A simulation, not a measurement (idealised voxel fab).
process module | voxel wiring stack
cross-section cut | 170 nm wide | cells 5 nm
A cross-section is a grid of square cells, given in bands from the top down. A band is one or more rows of cells.
Each band's line starts with the height of the band's top and of its bottom, in nm. Then come its materials from left to right, each with its width in nm. One material with "throughout" fills the band from edge to edge. "air" is empty space.
Height 0 is the level under which the wafer as received is all one material. The lowest band goes on downwards, as in "0 down".
A width such as "30 to 40" changes by the same amount from each row of cells to the next, from the band's top row to its bottom row.
"no change" after a step means that no cell of the cross-section changed.
closed voids: empty space of 8 cells or more with no open way to the top, each as width x height at its distance from the left edge, in nm
after a step's settings: what the simulator itself notes on the step
overlay nm, on a step with a mask: how far to the right of its planned place the mask lay; to the left if negative
plan
1 op RECEIVE | material Si
2 op CONFORMAL_DEP | material SiO2 | thk nm 15
3 op DIRECTIONAL_DEP | material TiN | thk nm 5
4 op DIRECTIONAL_DEP | material W | thk nm 20
5 op PATTERN | tone cover | mask id METAL_1 | material resist | width nm 20 | pitch nm 45 | thk nm 20 | overlay nm 0
6 op DIRECTIONAL_ETCH | etch materials W | depth nm 20
7 op DIRECTIONAL_ETCH | etch materials TiN | depth nm 5
8 op STRIP | etch materials resist
9 op CONFORMAL_DEP | material SiCN | thk nm 5
10 op FILL_DEP | material lowk | thk nm 10
11 op CMP | height nm 40
12 op CONFORMAL_DEP | material SiCN | thk nm 5
13 op DIRECTIONAL_DEP | material lowk | thk nm 10
14 op DIRECTIONAL_DEP | material aC | thk nm 10
15 op PATTERN | tone open | mask id PLUG_1 | material resist | width nm 15 | pitch nm 45 | thk nm 30 | overlay nm 0
16 op DIRECTIONAL_ETCH | etch materials aC | depth nm 10
17 op STRIP | etch materials resist
18 op DIRECTIONAL_ETCH | etch materials lowk | depth nm 10
19 op DIRECTIONAL_ETCH | etch materials SiCN | depth nm 5
20 op STRIP | etch materials aC
21 op EPI | material Ru | thk nm 10
22 op EPI | material Ru | thk nm 5
23 op CONFORMAL_DEP | material SiCN | thk nm 5
24 op DIRECTIONAL_DEP | material SiO2 | thk nm 25
25 op DIRECTIONAL_DEP | material aC | thk nm 15
26 op PATTERN | tone open | mask id METAL_2 | material resist | width nm 20 | pitch nm 45 | thk nm 30 | overlay nm 0
27 op DIRECTIONAL_ETCH | etch materials aC | depth nm 15
28 op STRIP | etch materials resist
29 op DIRECTIONAL_ETCH | etch materials SiO2 | depth nm 25
30 op DIRECTIONAL_ETCH | etch materials SiCN | depth nm 5
31 op STRIP | etch materials aC
32 op CONFORMAL_DEP | material TiN | thk nm 5
33 op FILL_DEP | material Cu | thk nm 10
34 op CMP | height nm 85
35 op CONFORMAL_DEP | material SiCN | thk nm 5
36 op DIRECTIONAL_DEP | material SiO2 | thk nm 30
37 op MASKED_ETCH | tone open | mask id METAL_3_HOLES | width nm 15 | pitch nm 45 | etch materials SiO2 | depth nm 30 | overlay nm 0
38 op MASKED_ETCH | tone open | mask id METAL_3 | width nm 20 | pitch nm 45 | etch materials SiO2 | depth nm 20 | overlay nm 0
39 op MASKED_ETCH | tone open | mask id METAL_3 | width nm 20 | pitch nm 45 | etch materials SiCN | depth nm 5 | overlay nm 0
40 op CONFORMAL_DEP | material TiN | thk nm 5
41 op FILL_DEP | material Ru | thk nm 5
42 op CMP | height nm 120
43 op CONFORMAL_DEP | material SiCN | thk nm 5
44 op DIRECTIONAL_DEP | material SiO2 | thk nm 30
45 op MASKED_ETCH | tone open | mask id METAL_4_HOLES | width nm 15 | pitch nm 90 | etch materials SiO2 | depth nm 30 | overlay nm 0
46 op MASKED_ETCH | tone open | mask id METAL_4 | width nm 20 | pitch nm 45 | etch materials SiO2 | depth nm 20 | overlay nm 0
47 op MASKED_ETCH | tone open | mask id METAL_4 | width nm 20 | pitch nm 45 | etch materials SiCN | depth nm 5 | overlay nm 0
48 op CONFORMAL_DEP | material TiN | thk nm 5
49 op FILL_DEP | material Ru | thk nm 5
50 op CMP | height nm 155
51 op CONFORMAL_DEP | material SiN | thk nm 5
as received, after step 1
  0 down: Si throughout
  closed voids: none
a wafer at the end: this start, this plan, one mistake
  160 to 155: SiN throughout
  155 to 140: SiO2 30 | TiN 5 | Ru 10 | TiN 5 | SiO2 25 | TiN 5 | Ru 10 | TiN 5 | SiO2 25 | TiN 5 | Ru 10 | TiN 5 | SiO2 30
  140 to 135: SiO2 30 | TiN 5 | Ru 5 | TiN 10 | SiO2 25 | TiN 20 | SiO2 25 | TiN 5 | Ru 5 | TiN 10 | SiO2 30
  135 to 125: SiO2 30 | TiN 5 | Ru 5 | TiN 5 | SiO2 75 | TiN 5 | Ru 5 | TiN 5 | SiO2 35
  125 to 120: SiCN 30 | TiN 15 | SiCN 75 | TiN 15 | SiCN 35
  120 to 105: SiO2 30 | TiN 5 | Ru 10 | TiN 5 | SiO2 25 | TiN 5 | Ru 10 | TiN 5 | SiO2 25 | TiN 5 | Ru 10 | TiN 5 | SiO2 30
  105 to 100: SiO2 30 | TiN 5 | Ru 5 | TiN 10 | SiO2 25 | TiN 5 | Ru 5 | TiN 10 | SiO2 25 | TiN 5 | Ru 5 | TiN 10 | SiO2 30
  100 to 90: SiO2 30 | TiN 5 | Ru 5 | TiN 5 | SiO2 30 | TiN 5 | Ru 5 | TiN 5 | SiO2 30 | TiN 5 | Ru 5 | TiN 5 | SiO2 35
  90 to 85: SiCN 30 | TiN 15 | SiCN 30 | TiN 15 | SiCN 30 | TiN 15 | SiCN 35
  85 to 60: SiO2 30 | TiN 5 | Cu 10 | TiN 5 | SiO2 25 | TiN 5 | Cu 10 | TiN 5 | SiO2 25 | TiN 5 | Cu 10 | TiN 5 | SiO2 30
  60 to 55: SiCN 30 | TiN 20 | SiCN 25 | TiN 20 | SiCN 25 | TiN 20 | SiCN 30
  55 to 45: lowk 30 | Ru 15 | lowk 30 | Ru 15 | lowk 30 | Ru 15 | lowk 35
  45 to 40: SiCN 30 | Ru 15 | SiCN 30 | Ru 15 | SiCN 30 | Ru 15 | SiCN 35
  40 to 35: SiCN 30 | TiN 20 | SiCN 25 | TiN 20 | SiCN 25 | TiN 20 | SiCN 30
  35 to 15: W throughout
  15 to 0: SiO2 throughout
  0 down: Si throughout
  closed voids: none
what went wrong: steps 3 and 4 were swapped
